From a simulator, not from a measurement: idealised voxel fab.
A process module follows: voxel transistor to metal.
It is cross-section cut that appears here, measuring 160 nm in width, its square cells being 5 nm in size.
Reading order for cross-sections: top band down to bottom band. Underlying form: a grid of square cells. Band size: one or more rows of cells.
Read a band's entry like this: the first values are the height of its top and the height of its bottom in nm, and what follows is the sequence of materials from left to right, each with its width in nm. Note that "blank" is empty space, and that a single material marked "everywhere" reaches across the band from edge to edge.
Counting heights begins at 0, where everything beneath is, in the wafer as received, one material. The lowest band has no bottom; it goes on downwards, as "0 nm and below" shows.
Top row gets the first number, bottom row gets the second, and each row in between changes by the same step: that is how a band width like "30..40" works.
For the purposes of this document, the phrase "remains unaltered" attached to a step denotes that no cell within the cross-section was modified by that step.
In the "Closed voids list" entry, you get each enclosed empty space of 8 cells or more, one with no open way to the top, written width x height at distance, distance from the left edge, in nm.
That trailing text on a step's line, after the settings, is the simulator's own remark on the step.
Among the settings permitted on a step's line is "overlay nm"; applied to a step with a mask, it specifies the extent to which the mask lay to the right of its planned position, whereas a negative figure signifies a position to the left.

The following list gives the planned process steps:
1) op RECEIVE | material Si
2) op OXIDIZE | depth nm 5
3) op CONFORMAL_DEP | material SiN | thk nm 10
4) op PATTERN | tone cover | mask id ACTIVE | material resist | width nm 100 | thk nm 20 | overlay nm 0
5) op DIRECTIONAL_ETCH | etch materials SiN | depth nm 10
6) op DIRECTIONAL_ETCH | etch materials SiO2 | depth nm 5
7) op DIRECTIONAL_ETCH | etch materials Si | depth nm 30
8) op STRIP | etch materials resist
9) op OXIDIZE | depth nm 5
10) op FILL_DEP | material SiO2 | thk nm 5
11) op CMP | height nm 10
12) op SELECTIVE_ETCH | etch materials SiO2 | depth nm 5
13) op STRIP | etch materials SiN
14) op SELECTIVE_ETCH | etch materials SiO2 | depth nm 5
15) op OXIDIZE | depth nm 5
16) op DIRECTIONAL_DEP | material polySi | thk nm 25
17) op DIRECTIONAL_DEP | material SiCN | thk nm 15
18) op MASKED_ETCH | tone cover | mask id GATE | width nm 20 | etch materials SiCN | depth nm 25 | overlay nm 0
19) op MASKED_ETCH | tone cover | mask id GATE | width nm 20 | etch materials polySi | depth nm 35 | overlay nm 0
20) op CONFORMAL_DEP | material SiN | thk nm 5
21) op DIRECTIONAL_ETCH | etch materials SiN | depth nm 5
22) op DIRECTIONAL_ETCH | etch materials SiO2 | depth nm 5
23) op EPI | material nSi | thk nm 5
24) op FILL_DEP | material SiO2 | thk nm 5
25) op CMP | height nm 35
26) op DIRECTIONAL_DEP | material SiO2 | thk nm 15
27) op PATTERN | tone open | mask id CONTACT | material resist | width nm 20 | pitch nm 70 | thk nm 20 | overlay nm 0
28) op DIRECTIONAL_ETCH | etch materials SiO2 | depth nm 55
29) op STRIP | etch materials resist
30) op CONFORMAL_DEP | material TiN | thk nm 5
31) op FILL_DEP | material W | thk nm 10
32) op CMP | height nm 50
33) op CONFORMAL_DEP | material SiN | thk nm 5
34) op DIRECTIONAL_DEP | material lowk | thk nm 20
35) op PATTERN | tone open | mask id METAL_1 | material resist | width nm 20 | pitch nm 70 | thk nm 15 | overlay nm 0
36) op DIRECTIONAL_ETCH | etch materials lowk | depth nm 20
37) op DIRECTIONAL_ETCH | etch materials SiN | depth nm 5
38) op STRIP | etch materials resist
39) op CONFORMAL_DEP | material TiN | thk nm 5
40) op FILL_DEP | material Ru | thk nm 10
41) op CMP | height nm 75
42) op CONFORMAL_DEP | material SiCN | thk nm 5
43) op DIRECTIONAL_DEP | material lowk | thk nm 25
44) op DIRECTIONAL_DEP | material aC | thk nm 15
45) op PATTERN | tone open | mask id METAL_2_HOLES | material resist | width nm 15 | pitch nm 70 | thk nm 35 | overlay nm 0
46) op DIRECTIONAL_ETCH | etch materials aC | depth nm 15
47) op STRIP | etch materials resist
48) op DIRECTIONAL_ETCH | etch materials lowk | depth nm 25
49) op STRIP | etch materials aC
50) op PATTERN | tone open | mask id METAL_2 | material resist | width nm 20 | pitch nm 70 | thk nm 15 | overlay nm 0
51) op DIRECTIONAL_ETCH | etch materials lowk | depth nm 15
52) op DIRECTIONAL_ETCH | etch materials SiCN | depth nm 5
53) op STRIP | etch materials resist
54) op CONFORMAL_DEP | material TiN | thk nm 5
55) op FILL_DEP | material Cu | thk nm 10
56) op CMP | height nm 105
57) op CONFORMAL_DEP | material SiCN | thk nm 5

First wafer, two in total, run as planned:

As received, after step 1:
* 0 nm and below = Si everywhere
* Closed voids list: none

Cross-section: wafer state after step 2:
* 0 nm to -5 nm = SiO2 everywhere
* Under -5: no change, same as before.

Cross-section: wafer state after step 3:
* 10 nm to 0 nm = SiN everywhere
* Under 0: no change, same as before.

Cross-section: wafer state after step 4:
* 30 nm to 10 nm = blank 30  resist 100  blank 30
* Under 10: no change, same as before.

Cross-section: wafer state after step 5:
* 30 nm to 10 nm = blank 30  resist 100  blank 30
* 10 nm to 0 nm = blank 30  SiN 100  blank 30
* Under 0: no change, same as before.

Cross-section: wafer state after step 6:
* 30 nm to 10 nm = blank 30  resist 100  blank 30
* 10 nm to 0 nm = blank 30  SiN 100  blank 30
* 0 nm to -5 nm = blank 30  SiO2 100  blank 30
* Under -5: no change, same as before.

Cross-section: wafer state after step 7:
* 30 nm to 10 nm = blank 30  resist 100  blank 30
* 10 nm to 0 nm = blank 30  SiN 100  blank 30
* 0 nm to -5 nm = blank 30  SiO2 100  blank 30
* -5 nm to -35 nm = blank 30  Si 100  blank 30
* Under -35: no change, same as before.

Cross-section: wafer state after step 8:
* 10 nm to 0 nm = blank 30  SiN 100  blank 30
* Under 0: no change, same as before.

Cross-section: wafer state after step 9:
* 10 nm to 0 nm = blank 30  SiN 100  blank 30
* 0 nm to -5 nm = blank 30  SiO2 100  blank 30
* -5 nm to -35 nm = blank 30  SiO2 5  Si 90  SiO2 5  blank 30
* -35 nm to -40 nm = SiO2 35  Si 90  SiO2 35
* Under -40: no change, same as before.

Cross-section: wafer state after step 10:
* 15 nm to 10 nm = SiO2 everywhere
* 10 nm to 0 nm = SiO2 30  SiN 100  SiO2 30
* 0 nm to -5 nm = SiO2 everywhere
* -5 nm to -40 nm = SiO2 35  Si 90  SiO2 35
* Under -40: no change, same as before.

Cross-section: wafer state after step 11:
* 10 nm to 0 nm = SiO2 30  SiN 100  SiO2 30
* Under 0: no change, same as before.

Cross-section: wafer state after step 12:
* 10 nm to 5 nm = blank 30  SiN 100  blank 30
* Under 5: no change, same as before.

Cross-section: wafer state after step 13:
* 5 nm to 0 nm = SiO2 30  blank 100  SiO2 30
* Under 0: no change, same as before.

Cross-section: wafer state after step 14:
* 0 nm to -5 nm = SiO2 25  blank 110  SiO2 25
* Under -5: no change, same as before.

Cross-section: wafer state after step 15:
* 0 nm to -5 nm = SiO2 25  blank 110  SiO2 25
* -5 nm to -10 nm = SiO2 everywhere
* Under -10: no change, same as before.

Cross-section: wafer state after step 16:
* 25 nm to 20 nm = polySi 25  blank 110  polySi 25
* 20 nm to 0 nm = polySi everywhere
* 0 nm to -5 nm = SiO2 25  polySi 110  SiO2 25
* Under -5: no change, same as before.

Cross-section: wafer state after step 17:
* 40 nm to 35 nm = SiCN 25  blank 110  SiCN 25
* 35 nm to 25 nm = SiCN everywhere
* 25 nm to 20 nm = polySi 25  SiCN 110  polySi 25
* Under 20: no change, same as before.

Cross-section: wafer state after step 18:
* 35 nm to 25 nm = blank 70  SiCN 20  blank 70
* 25 nm to 20 nm = polySi 25  blank 45  SiCN 20  blank 45  polySi 25
* Under 20: no change, same as before.

Cross-section: wafer state after step 19:
* 35 nm to 20 nm = blank 70  SiCN 20  blank 70
* 20 nm to 0 nm = blank 70  polySi 20  blank 70
* 0 nm to -5 nm = SiO2 25  blank 45  polySi 20  blank 45  SiO2 25
* Under -5: no change, same as before.

Cross-section: wafer state after step 20:
* 40 nm to 35 nm = blank 65  SiN 30  blank 65
* 35 nm to 20 nm = blank 65  SiN 5  SiCN 20  SiN 5  blank 65
* 20 nm to 5 nm = blank 65  SiN 5  polySi 20  SiN 5  blank 65
* 5 nm to 0 nm = SiN 30  blank 35  SiN 5  polySi 20  SiN 5  blank 35  SiN 30
* 0 nm to -5 nm = SiO2 25  SiN 45  polySi 20  SiN 45  SiO2 25
* Under -5: no change, same as before.

Cross-section: wafer state after step 21:
* 35 nm to 20 nm = blank 65  SiN 5  SiCN 20  SiN 5  blank 65
* 20 nm to 0 nm = blank 65  SiN 5  polySi 20  SiN 5  blank 65
* 0 nm to -5 nm = SiO2 25  SiN 5  blank 35  SiN 5  polySi 20  SiN 5  blank 35  SiN 5  SiO2 25
* Under -5: no change, same as before.

Cross-section: wafer state after step 22:
* 35 nm to 20 nm = blank 65  SiN 5  SiCN 20  SiN 5  blank 65
* 20 nm to 0 nm = blank 65  SiN 5  polySi 20  SiN 5  blank 65
* 0 nm to -5 nm = blank 25  SiN 5  blank 35  SiN 5  polySi 20  SiN 5  blank 35  SiN 5  blank 25
* -5 nm to -10 nm = SiO2 30  blank 35  SiO2 30  blank 35  SiO2 30
* Under -10: no change, same as before.

Cross-section: wafer state after step 23:
* 35 nm to 20 nm = blank 65  SiN 5  SiCN 20  SiN 5  blank 65
* 20 nm to 0 nm = blank 65  SiN 5  polySi 20  SiN 5  blank 65
* 0 nm to -5 nm = blank 25  SiN 5  blank 35  SiN 5  polySi 20  SiN 5  blank 35  SiN 5  blank 25
* -5 nm to -10 nm = SiO2 30  nSi 35  SiO2 30  nSi 35  SiO2 30
* Under -10: no change, same as before.

Cross-section: wafer state after step 24:
* 40 nm to 35 nm = SiO2 everywhere
* 35 nm to 20 nm = SiO2 65  SiN 5  SiCN 20  SiN 5  SiO2 65
* 20 nm to 0 nm = SiO2 65  SiN 5  polySi 20  SiN 5  SiO2 65
* 0 nm to -5 nm = SiO2 25  SiN 5  SiO2 35  SiN 5  polySi 20  SiN 5  SiO2 35  SiN 5  SiO2 25
* Under -5: no change, same as before.

Cross-section: wafer state after step 25:
* 35 nm to 20 nm = SiO2 65  SiN 5  SiCN 20  SiN 5  SiO2 65
* Under 20: no change, same as before.

Cross-section: wafer state after step 26:
* 50 nm to 35 nm = SiO2 everywhere
* Under 35: no change, same as before.

Cross-section: wafer state after step 27:
* 70 nm to 50 nm = resist 35  blank 20  resist 50  blank 20  resist 35
* Under 50: no change, same as before.

Cross-section: wafer state after step 28:
* 70 nm to 50 nm = resist 35  blank 20  resist 50  blank 20  resist 35
* 50 nm to 35 nm = SiO2 35  blank 20  SiO2 50  blank 20  SiO2 35
* 35 nm to 20 nm = SiO2 35  blank 20  SiO2 10  SiN 5  SiCN 20  SiN 5  SiO2 10  blank 20  SiO2 35
* 20 nm to 0 nm = SiO2 35  blank 20  SiO2 10  SiN 5  polySi 20  SiN 5  SiO2 10  blank 20  SiO2 35
* 0 nm to -5 nm = SiO2 25  SiN 5  SiO2 5  blank 20  SiO2 10  SiN 5  polySi 20  SiN 5  SiO2 10  blank 20  SiO2 5  SiN 5  SiO2 25
* Under -5: no change, same as before.

Cross-section: wafer state after step 29:
* 50 nm to 35 nm = SiO2 35  blank 20  SiO2 50  blank 20  SiO2 35
* Under 35: no change, same as before.

Cross-section: wafer state after step 30:
* 55 nm to 50 nm = TiN 40  blank 10  TiN 60  blank 10  TiN 40
* 50 nm to 35 nm = SiO2 35  TiN 5  blank 10  TiN 5  SiO2 50  TiN 5  blank 10  TiN 5  SiO2 35
* 35 nm to 20 nm = SiO2 35  TiN 5  blank 10  TiN 5  SiO2 10  SiN 5  SiCN 20  SiN 5  SiO2 10  TiN 5  blank 10  TiN 5  SiO2 35
* 20 nm to 0 nm = SiO2 35  TiN 5  blank 10  TiN 5  SiO2 10  SiN 5  polySi 20  SiN 5  SiO2 10  TiN 5  blank 10  TiN 5  SiO2 35
* 0 nm to -5 nm = SiO2 25  SiN 5  SiO2 5  TiN 20  SiO2 10  SiN 5  polySi 20  SiN 5  SiO2 10  TiN 20  SiO2 5  SiN 5  SiO2 25
* Under -5: no change, same as before.

Cross-section: wafer state after step 31:
* 65 nm to 55 nm = W everywhere
* 55 nm to 50 nm = TiN 40  W 10  TiN 60  W 10  TiN 40
* 50 nm to 35 nm = SiO2 35  TiN 5  W 10  TiN 5  SiO2 50  TiN 5  W 10  TiN 5  SiO2 35
* 35 nm to 20 nm = SiO2 35  TiN 5  W 10  TiN 5  SiO2 10  SiN 5  SiCN 20  SiN 5  SiO2 10  TiN 5  W 10  TiN 5  SiO2 35
* 20 nm to 0 nm = SiO2 35  TiN 5  W 10  TiN 5  SiO2 10  SiN 5  polySi 20  SiN 5  SiO2 10  TiN 5  W 10  TiN 5  SiO2 35
* Under 0: no change, same as before.

Cross-section: wafer state after step 32:
* 50 nm to 35 nm = SiO2 35  TiN 5  W 10  TiN 5  SiO2 50  TiN 5  W 10  TiN 5  SiO2 35
* Under 35: no change, same as before.

Cross-section: wafer state after step 33:
* 55 nm to 50 nm = SiN everywhere
* Under 50: no change, same as before.

Cross-section: wafer state after step 34:
* 75 nm to 55 nm = lowk everywhere
* Under 55: no change, same as before.

Cross-section: wafer state after step 35:
* 90 nm to 75 nm = resist 35  blank 20  resist 50  blank 20  resist 35
* Under 75: no change, same as before.

Cross-section: wafer state after step 36:
* 90 nm to 75 nm = resist 35  blank 20  resist 50  blank 20  resist 35
* 75 nm to 55 nm = lowk 35  blank 20  lowk 50  blank 20  lowk 35
* Under 55: no change, same as before.

Cross-section: wafer state after step 37:
* 90 nm to 75 nm = resist 35  blank 20  resist 50  blank 20  resist 35
* 75 nm to 55 nm = lowk 35  blank 20  lowk 50  blank 20  lowk 35
* 55 nm to 50 nm = SiN 35  blank 20  SiN 50  blank 20  SiN 35
* Under 50: no change, same as before.

Cross-section: wafer state after step 38:
* 75 nm to 55 nm = lowk 35  blank 20  lowk 50  blank 20  lowk 35
* Under 55: no change, same as before.

Cross-section: wafer state after step 39:
* 80 nm to 75 nm = TiN 40  blank 10  TiN 60  blank 10  TiN 40
* 75 nm to 55 nm = lowk 35  TiN 5  blank 10  TiN 5  lowk 50  TiN 5  blank 10  TiN 5  lowk 35
* 55 nm to 50 nm = SiN 35  TiN 20  SiN 50  TiN 20  SiN 35
* Under 50: no change, same as before.

Cross-section: wafer state after step 40:
* 90 nm to 80 nm = Ru everywhere
* 80 nm to 75 nm = TiN 40  Ru 10  TiN 60  Ru 10  TiN 40
* 75 nm to 55 nm = lowk 35  TiN 5  Ru 10  TiN 5  lowk 50  TiN 5  Ru 10  TiN 5  lowk 35
* Under 55: no change, same as before.

Cross-section: wafer state after step 41:
* 75 nm to 55 nm = lowk 35  TiN 5  Ru 10  TiN 5  lowk 50  TiN 5  Ru 10  TiN 5  lowk 35
* Under 55: no change, same as before.

Cross-section: wafer state after step 42:
* 80 nm to 75 nm = SiCN everywhere
* Under 75: no change, same as before.

Cross-section: wafer state after step 43:
* 105 nm to 80 nm = lowk everywhere
* Under 80: no change, same as before.

Cross-section: wafer state after step 44:
* 120 nm to 105 nm = aC everywhere
* Under 105: no change, same as before.

Cross-section: wafer state after step 45:
* 155 nm to 120 nm = resist 35  blank 15  resist 55  blank 15  resist 40
* Under 120: no change, same as before.

Cross-section: wafer state after step 46:
* 140 nm to 120 nm = resist 35  blank 15  resist 55  blank 15  resist 40
* 120 nm to 105 nm = aC 35  blank 15  aC 55  blank 15  aC 40
* Under 105: no change, same as before.

Cross-section: wafer state after step 47:
* 120 nm to 105 nm = aC 35  blank 15  aC 55  blank 15  aC 40
* Under 105: no change, same as before.

Cross-section: wafer state after step 48:
* 120 nm to 105 nm = aC 35  blank 15  aC 55  blank 15  aC 40
* 105 nm to 80 nm = lowk 35  blank 15  lowk 55  blank 15  lowk 40
* Under 80: no change, same as before.

Cross-section: wafer state after step 49:
* 105 nm to 80 nm = lowk 35  blank 15  lowk 55  blank 15  lowk 40
* Under 80: no change, same as before.

Cross-section: wafer state after step 50:
* 120 nm to 105 nm = resist 35  blank 20  resist 50  blank 20  resist 35
* Under 105: no change, same as before.

Cross-section: wafer state after step 51:
* 120 nm to 105 nm = resist 35  blank 20  resist 50  blank 20  resist 35
* 105 nm to 90 nm = lowk 35  blank 20  lowk 50  blank 20  lowk 35
* Under 90: no change, same as before.

Cross-section: wafer state after step 52:
* 120 nm to 105 nm = resist 35  blank 20  resist 50  blank 20  resist 35
* 105 nm to 90 nm = lowk 35  blank 20  lowk 50  blank 20  lowk 35
* 90 nm to 80 nm = lowk 35  blank 15  lowk 55  blank 15  lowk 40
* 80 nm to 75 nm = SiCN 35  blank 15  SiCN 55  blank 15  SiCN 40
* Under 75: no change, same as before.

Cross-section: wafer state after step 53:
* 105 nm to 90 nm = lowk 35  blank 20  lowk 50  blank 20  lowk 35
* Under 90: no change, same as before.

Cross-section: wafer state after step 54:
* 110 nm to 105 nm = TiN 40  blank 10  TiN 60  blank 10  TiN 40
* 105 nm to 95 nm = lowk 35  TiN 5  blank 10  TiN 5  lowk 50  TiN 5  blank 10  TiN 5  lowk 35
* 95 nm to 90 nm = lowk 35  TiN 5  blank 5  TiN 10  lowk 50  TiN 5  blank 5  TiN 10  lowk 35
* 90 nm to 80 nm = lowk 35  TiN 5  blank 5  TiN 5  lowk 55  TiN 5  blank 5  TiN 5  lowk 40
* 80 nm to 75 nm = SiCN 35  TiN 15  SiCN 55  TiN 15  SiCN 40
* Under 75: no change, same as before.

Cross-section: wafer state after step 55:
* 120 nm to 110 nm = Cu everywhere
* 110 nm to 105 nm = TiN 40  Cu 10  TiN 60  Cu 10  TiN 40
* 105 nm to 95 nm = lowk 35  TiN 5  Cu 10  TiN 5  lowk 50  TiN 5  Cu 10  TiN 5  lowk 35
* 95 nm to 90 nm = lowk 35  TiN 5  Cu 5  TiN 10  lowk 50  TiN 5  Cu 5  TiN 10  lowk 35
* 90 nm to 80 nm = lowk 35  TiN 5  Cu 5  TiN 5  lowk 55  TiN 5  Cu 5  TiN 5  lowk 40
* Under 80: no change, same as before.

Cross-section: wafer state after step 56:
* 105 nm to 95 nm = lowk 35  TiN 5  Cu 10  TiN 5  lowk 50  TiN 5  Cu 10  TiN 5  lowk 35
* Under 95: no change, same as before.

Cross-section: wafer state after step 57:
* 110 nm to 105 nm = SiCN everywhere
* Under 105: no change, same as before.

Notes, second wafer: start = first wafer's, plan = first wafer's, execution had one mistake; history identical to first through step 17:

X-section, second wafer, when step 18 was due to finish:
* 35 nm to 25 nm = blank 75  SiCN 20  blank 65
* 25 nm to 20 nm = polySi 25  blank 50  SiCN 20  blank 40  polySi 25
* Under 20: no change, same as before.

X-section, second wafer, when step 19 was due to finish:
* 35 nm to 20 nm = blank 75  SiCN 20  blank 65
* 20 nm to 0 nm = blank 70  polySi 25  blank 65
* 0 nm to -5 nm = SiO2 25  blank 45  polySi 25  blank 40  SiO2 25
* Under -5: no change, same as before.

X-section, second wafer, when step 20 was due to finish:
* 40 nm to 35 nm = blank 70  SiN 30  blank 60
* 35 nm to 25 nm = blank 70  SiN 5  SiCN 20  SiN 5  blank 60
* 25 nm to 20 nm = blank 65  SiN 10  SiCN 20  SiN 5  blank 60
* 20 nm to 5 nm = blank 65  SiN 5  polySi 25  SiN 5  blank 60
* 5 nm to 0 nm = SiN 30  blank 35  SiN 5  polySi 25  SiN 5  blank 30  SiN 30
* 0 nm to -5 nm = SiO2 25  SiN 45  polySi 25  SiN 40  SiO2 25
* Under -5: no change, same as before.

X-section, second wafer, when step 21 was due to finish:
* 35 nm to 20 nm = blank 70  SiN 5  SiCN 20  SiN 5  blank 60
* 20 nm to 0 nm = blank 65  SiN 5  polySi 25  SiN 5  blank 60
* 0 nm to -5 nm = SiO2 25  SiN 5  blank 35  SiN 5  polySi 25  SiN 5  blank 30  SiN 5  SiO2 25
* Under -5: no change, same as before.

X-section, second wafer, when step 22 was due to finish:
* 35 nm to 20 nm = blank 70  SiN 5  SiCN 20  SiN 5  blank 60
* 20 nm to 0 nm = blank 65  SiN 5  polySi 25  SiN 5  blank 60
* 0 nm to -5 nm = blank 25  SiN 5  blank 35  SiN 5  polySi 25  SiN 5  blank 30  SiN 5  blank 25
* -5 nm to -10 nm = SiO2 30  blank 35  SiO2 35  blank 30  SiO2 30
* Under -10: no change, same as before.

X-section, second wafer, when step 23 was due to finish:
* 35 nm to 20 nm = blank 70  SiN 5  SiCN 20  SiN 5  blank 60
* 20 nm to 0 nm = blank 65  SiN 5  polySi 25  SiN 5  blank 60
* 0 nm to -5 nm = blank 25  SiN 5  blank 35  SiN 5  polySi 25  SiN 5  blank 30  SiN 5  blank 25
* -5 nm to -10 nm = SiO2 30  nSi 35  SiO2 35  nSi 30  SiO2 30
* Under -10: no change, same as before.

X-section, second wafer, when step 24 was due to finish:
* 40 nm to 35 nm = SiO2 everywhere
* 35 nm to 20 nm = SiO2 70  SiN 5  SiCN 20  SiN 5  SiO2 60
* 20 nm to 0 nm = SiO2 65  SiN 5  polySi 25  SiN 5  SiO2 60
* 0 nm to -5 nm = SiO2 25  SiN 5  SiO2 35  SiN 5  polySi 25  SiN 5  SiO2 30  SiN 5  SiO2 25
* Under -5: no change, same as before.

X-section, second wafer, when step 25 was due to finish:
* 35 nm to 20 nm = SiO2 70  SiN 5  SiCN 20  SiN 5  SiO2 60
* Under 20: no change, same as before.

X-section, second wafer, when step 26 was due to finish:
* 50 nm to 35 nm = SiO2 everywhere
* Under 35: no change, same as before.

X-section, second wafer, when step 27 was due to finish:
* 70 nm to 50 nm = resist 35  blank 20  resist 50  blank 20  resist 35
* Under 50: no change, same as before.

X-section, second wafer, when step 28 was due to finish:
* 70 nm to 50 nm = resist 35  blank 20  resist 50  blank 20  resist 35
* 50 nm to 35 nm = SiO2 35  blank 20  SiO2 50  blank 20  SiO2 35
* 35 nm to 20 nm = SiO2 35  blank 20  SiO2 15  SiN 5  SiCN 20  SiN 5  SiO2 5  blank 20  SiO2 35
* 20 nm to 0 nm = SiO2 35  blank 20  SiO2 10  SiN 5  polySi 25  SiN 5  SiO2 5  blank 20  SiO2 35
* 0 nm to -5 nm = SiO2 25  SiN 5  SiO2 5  blank 20  SiO2 10  SiN 5  polySi 25  SiN 5  SiO2 5  blank 20  SiO2 5  SiN 5  SiO2 25
* Under -5: no change, same as before.

X-section, second wafer, when step 29 was due to finish:
* 50 nm to 35 nm = SiO2 35  blank 20  SiO2 50  blank 20  SiO2 35
* Under 35: no change, same as before.

X-section, second wafer, when step 30 was due to finish:
* 55 nm to 50 nm = TiN 40  blank 10  TiN 60  blank 10  TiN 40
* 50 nm to 35 nm = SiO2 35  TiN 5  blank 10  TiN 5  SiO2 50  TiN 5  blank 10  TiN 5  SiO2 35
* 35 nm to 20 nm = SiO2 35  TiN 5  blank 10  TiN 5  SiO2 15  SiN 5  SiCN 20  SiN 5  SiO2 5  TiN 5  blank 10  TiN 5  SiO2 35
* 20 nm to 0 nm = SiO2 35  TiN 5  blank 10  TiN 5  SiO2 10  SiN 5  polySi 25  SiN 5  SiO2 5  TiN 5  blank 10  TiN 5  SiO2 35
* 0 nm to -5 nm = SiO2 25  SiN 5  SiO2 5  TiN 20  SiO2 10  SiN 5  polySi 25  SiN 5  SiO2 5  TiN 20  SiO2 5  SiN 5  SiO2 25
* Under -5: no change, same as before.

X-section, second wafer, when step 31 was due to finish:
* 65 nm to 55 nm = W everywhere
* 55 nm to 50 nm = TiN 40  W 10  TiN 60  W 10  TiN 40
* 50 nm to 35 nm = SiO2 35  TiN 5  W 10  TiN 5  SiO2 50  TiN 5  W 10  TiN 5  SiO2 35
* 35 nm to 20 nm = SiO2 35  TiN 5  W 10  TiN 5  SiO2 15  SiN 5  SiCN 20  SiN 5  SiO2 5  TiN 5  W 10  TiN 5  SiO2 35
* 20 nm to 0 nm = SiO2 35  TiN 5  W 10  TiN 5  SiO2 10  SiN 5  polySi 25  SiN 5  SiO2 5  TiN 5  W 10  TiN 5  SiO2 35
* Under 0: no change, same as before.

X-section, second wafer, when step 32 was due to finish:
* 50 nm to 35 nm = SiO2 35  TiN 5  W 10  TiN 5  SiO2 50  TiN 5  W 10  TiN 5  SiO2 35
* Under 35: no change, same as before.

X-section, second wafer, when step 33 was due to finish:
* 55 nm to 50 nm = SiN everywhere
* Under 50: no change, same as before.

X-section, second wafer, when step 34 was due to finish:
* 75 nm to 55 nm = lowk everywhere
* Under 55: no change, same as before.

X-section, second wafer, when step 35 was due to finish:
* 90 nm to 75 nm = resist 35  blank 20  resist 50  blank 20  resist 35
* Under 75: no change, same as before.

X-section, second wafer, when step 36 was due to finish:
* 90 nm to 75 nm = resist 35  blank 20  resist 50  blank 20  resist 35
* 75 nm to 55 nm = lowk 35  blank 20  lowk 50  blank 20  lowk 35
* Under 55: no change, same as before.

X-section, second wafer, when step 37 was due to finish:
* 90 nm to 75 nm = resist 35  blank 20  resist 50  blank 20  resist 35
* 75 nm to 55 nm = lowk 35  blank 20  lowk 50  blank 20  lowk 35
* 55 nm to 50 nm = SiN 35  blank 20  SiN 50  blank 20  SiN 35
* Under 50: no change, same as before.

X-section, second wafer, when step 38 was due to finish:
* 75 nm to 55 nm = lowk 35  blank 20  lowk 50  blank 20  lowk 35
* Under 55: no change, same as before.

X-section, second wafer, when step 39 was due to finish:
* 80 nm to 75 nm = TiN 40  blank 10  TiN 60  blank 10  TiN 40
* 75 nm to 55 nm = lowk 35  TiN 5  blank 10  TiN 5  lowk 50  TiN 5  blank 10  TiN 5  lowk 35
* 55 nm to 50 nm = SiN 35  TiN 20  SiN 50  TiN 20  SiN 35
* Under 50: no change, same as before.

X-section, second wafer, when step 40 was due to finish:
* 90 nm to 80 nm = Ru everywhere
* 80 nm to 75 nm = TiN 40  Ru 10  TiN 60  Ru 10  TiN 40
* 75 nm to 55 nm = lowk 35  TiN 5  Ru 10  TiN 5  lowk 50  TiN 5  Ru 10  TiN 5  lowk 35
* Under 55: no change, same as before.

X-section, second wafer, when step 41 was due to finish:
* 75 nm to 55 nm = lowk 35  TiN 5  Ru 10  TiN 5  lowk 50  TiN 5  Ru 10  TiN 5  lowk 35
* Under 55: no change, same as before.

X-section, second wafer, when step 42 was due to finish:
* 80 nm to 75 nm = SiCN everywhere
* Under 75: no change, same as before.

X-section, second wafer, when step 43 was due to finish:
* 105 nm to 80 nm = lowk everywhere
* Under 80: no change, same as before.

X-section, second wafer, when step 44 was due to finish:
* 120 nm to 105 nm = aC everywhere
* Under 105: no change, same as before.

X-section, second wafer, when step 45 was due to finish:
* 155 nm to 120 nm = resist 35  blank 15  resist 55  blank 15  resist 40
* Under 120: no change, same as before.

X-section, second wafer, when step 46 was due to finish:
* 140 nm to 120 nm = resist 35  blank 15  resist 55  blank 15  resist 40
* 120 nm to 105 nm = aC 35  blank 15  aC 55  blank 15  aC 40
* Under 105: no change, same as before.

X-section, second wafer, when step 47 was due to finish:
* 120 nm to 105 nm = aC 35  blank 15  aC 55  blank 15  aC 40
* Under 105: no change, same as before.

X-section, second wafer, when step 48 was due to finish:
* 120 nm to 105 nm = aC 35  blank 15  aC 55  blank 15  aC 40
* 105 nm to 80 nm = lowk 35  blank 15  lowk 55  blank 15  lowk 40
* Under 80: no change, same as before.

X-section, second wafer, when step 49 was due to finish:
* 105 nm to 80 nm = lowk 35  blank 15  lowk 55  blank 15  lowk 40
* Under 80: no change, same as before.

X-section, second wafer, when step 50 was due to finish:
* 120 nm to 105 nm = resist 35  blank 20  resist 50  blank 20  resist 35
* Under 105: no change, same as before.

X-section, second wafer, when step 51 was due to finish:
* 120 nm to 105 nm = resist 35  blank 20  resist 50  blank 20  resist 35
* 105 nm to 90 nm = lowk 35  blank 20  lowk 50  blank 20  lowk 35
* Under 90: no change, same as before.

X-section, second wafer, when step 52 was due to finish:
* 120 nm to 105 nm = resist 35  blank 20  resist 50  blank 20  resist 35
* 105 nm to 90 nm = lowk 35  blank 20  lowk 50  blank 20  lowk 35
* 90 nm to 80 nm = lowk 35  blank 15  lowk 55  blank 15  lowk 40
* 80 nm to 75 nm = SiCN 35  blank 15  SiCN 55  blank 15  SiCN 40
* Under 75: no change, same as before.

X-section, second wafer, when step 53 was due to finish:
* 105 nm to 90 nm = lowk 35  blank 20  lowk 50  blank 20  lowk 35
* Under 90: no change, same as before.

X-section, second wafer, when step 54 was due to finish:
* 110 nm to 105 nm = TiN 40  blank 10  TiN 60  blank 10  TiN 40
* 105 nm to 95 nm = lowk 35  TiN 5  blank 10  TiN 5  lowk 50  TiN 5  blank 10  TiN 5  lowk 35
* 95 nm to 90 nm = lowk 35  TiN 5  blank 5  TiN 10  lowk 50  TiN 5  blank 5  TiN 10  lowk 35
* 90 nm to 80 nm = lowk 35  TiN 5  blank 5  TiN 5  lowk 55  TiN 5  blank 5  TiN 5  lowk 40
* 80 nm to 75 nm = SiCN 35  TiN 15  SiCN 55  TiN 15  SiCN 40
* Under 75: no change, same as before.

X-section, second wafer, when step 55 was due to finish:
* 120 nm to 110 nm = Cu everywhere
* 110 nm to 105 nm = TiN 40  Cu 10  TiN 60  Cu 10  TiN 40
* 105 nm to 95 nm = lowk 35  TiN 5  Cu 10  TiN 5  lowk 50  TiN 5  Cu 10  TiN 5  lowk 35
* 95 nm to 90 nm = lowk 35  TiN 5  Cu 5  TiN 10  lowk 50  TiN 5  Cu 5  TiN 10  lowk 35
* 90 nm to 80 nm = lowk 35  TiN 5  Cu 5  TiN 5  lowk 55  TiN 5  Cu 5  TiN 5  lowk 40
* Under 80: no change, same as before.

X-section, second wafer, when step 56 was due to finish:
* 105 nm to 95 nm = lowk 35  TiN 5  Cu 10  TiN 5  lowk 50  TiN 5  Cu 10  TiN 5  lowk 35
* Under 95: no change, same as before.

X-section, second wafer, when step 57 was due to finish:
* 110 nm to 105 nm = SiCN everywhere
* Under 105: no change, same as before.
what went wrong: step 18 was not run as planned; what actually ran was op MASKED_ETCH | tone cover | mask id GATE | width nm 20 | etch materials SiCN | depth nm 25 | overlay nm 5
Materials where the second wafer ends with more or fewer cells than the first: 4 fewer of SiO2, 1 fewer of nSi, 5 more of polySi
